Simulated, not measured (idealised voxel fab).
The process module presented herein is designated voxel gate over fins.
FYI the section here is cut, 295 nm wide, cells are 5 nm squares.
Throughout this document, each cross-section is represented as a grid of square cells and is presented as a sequence of bands enumerated from the top downward, where a band comprises one or more rows of cells.
Heights first: top, then bottom, in nm. Then materials, left to right, each with a width in nm. "throughout" on a single material: fills the band edge to edge. "air": empty space.
Height 0 is the level under which the wafer as received is all one material. The lowest band goes on downwards, as in "z 0 and below".
So if you see something like "30->40" for the width, read it as the top row of the band sitting at the first number and the bottom row at the second, with every row in between moving by the same amount as the last.
A step reported as "nothing was modified" is a step in which no cell of the cross-section changed.
"Closed internal voids" specifies each empty space that is not open to the top and that occupies no fewer than 8 cells, using the form width x height at distance, the distance measured from the left edge and all three quantities in nm.
Post-settings text on a step line: simulator's own remark regarding the step.
Regarding "overlay nm": on a step with a mask, it is the distance the mask lay to the right of its planned place; a negative value places it to the left.

**So here's the lineup of process steps we planned**
- 1: op RECEIVE | material Si
- 2: op CONFORMAL_DEP | material SiN | thk nm 10
- 3: op MASKED_ETCH | tone cover | mask id FINS | width nm 15 | pitch nm 55 | etch materials SiN | depth nm 10 | overlay nm 0
- 4: op MASKED_ETCH | tone cover | mask id FINS | width nm 15 | pitch nm 55 | etch materials Si | depth nm 35 | overlay nm 0
- 5: op FILL_DEP | material SiO2 | thk nm 10
- 6: op CMP | height nm 10
- 7: op PATTERN | tone open | mask id RAIL | material resist | width nm 15 | thk nm 15 | overlay nm 0
- 8: op DIRECTIONAL_ETCH | etch materials SiO2 | depth nm 40
- 9: op STRIP | etch materials resist
- 10: op CONFORMAL_DEP | material TiN | thk nm 5
- 11: op FILL_DEP | material Ru | thk nm 5
- 12: op CMP | height nm 10
- 13: op SELECTIVE_ETCH | etch materials W Ru TiN | depth nm 30
- 14: op FILL_DEP | material SiO2 | thk nm 5
- 15: op CMP | height nm 10
- 16: op SELECTIVE_ETCH | etch materials SiO2 | depth nm 25
- 17: op STRIP | etch materials SiN
- 18: op CONFORMAL_DEP | material HfO2 | thk nm 5
- 19: op CONFORMAL_DEP | material TiN | thk nm 5
- 20: op FILL_DEP | material W | thk nm 10
- 21: op CMP | height nm 15
- 22: op CONFORMAL_DEP | material SiCN | thk nm 10

**Delivered wafer in cross-section: state after step 1**
z 0 and below  Si throughout
Closed internal voids: none

**Wafer cross-section at end of module: start and plan as shown above, one execution error**
z 25 to 15  SiCN throughout
z 15 to 10  W throughout
z 10 to 5  W: 100; HfO2: 35; W: 20; HfO2: 35; W: 105
z 5 to 0  W: 100; HfO2: 5; TiN: 25; HfO2: 5; W: 20; HfO2: 5; TiN: 25; HfO2: 5; W: 105
z 0 to -5  W: 100; HfO2: 5; TiN: 5; Si: 15; TiN: 5; HfO2: 5; W: 20; HfO2: 5; TiN: 5; Si: 15; TiN: 5; HfO2: 5; W: 105
z -5 to -10  HfO2: 105; TiN: 5; Si: 15; TiN: 5; HfO2: 30; TiN: 5; Si: 15; TiN: 5; HfO2: 110
z -10 to -15  TiN: 110; Si: 15; TiN: 40; Si: 15; TiN: 115
z -15 to -20  SiO2: 110; Si: 15; SiO2: 40; Si: 15; SiO2: 115
z -20 to -25  SiO2: 110; Si: 15; SiO2: 10; TiN: 5; Ru: 5; TiN: 5; SiO2: 15; Si: 15; SiO2: 115
z -25 to -30  SiO2: 110; Si: 15; SiO2: 10; TiN: 15; SiO2: 15; Si: 15; SiO2: 115
z -30 to -35  SiO2: 110; Si: 15; SiO2: 40; Si: 15; SiO2: 115
z -35 and below  Si throughout
Closed internal voids: none
Error vs. plan: swap of plan steps 18 and 19 during execution
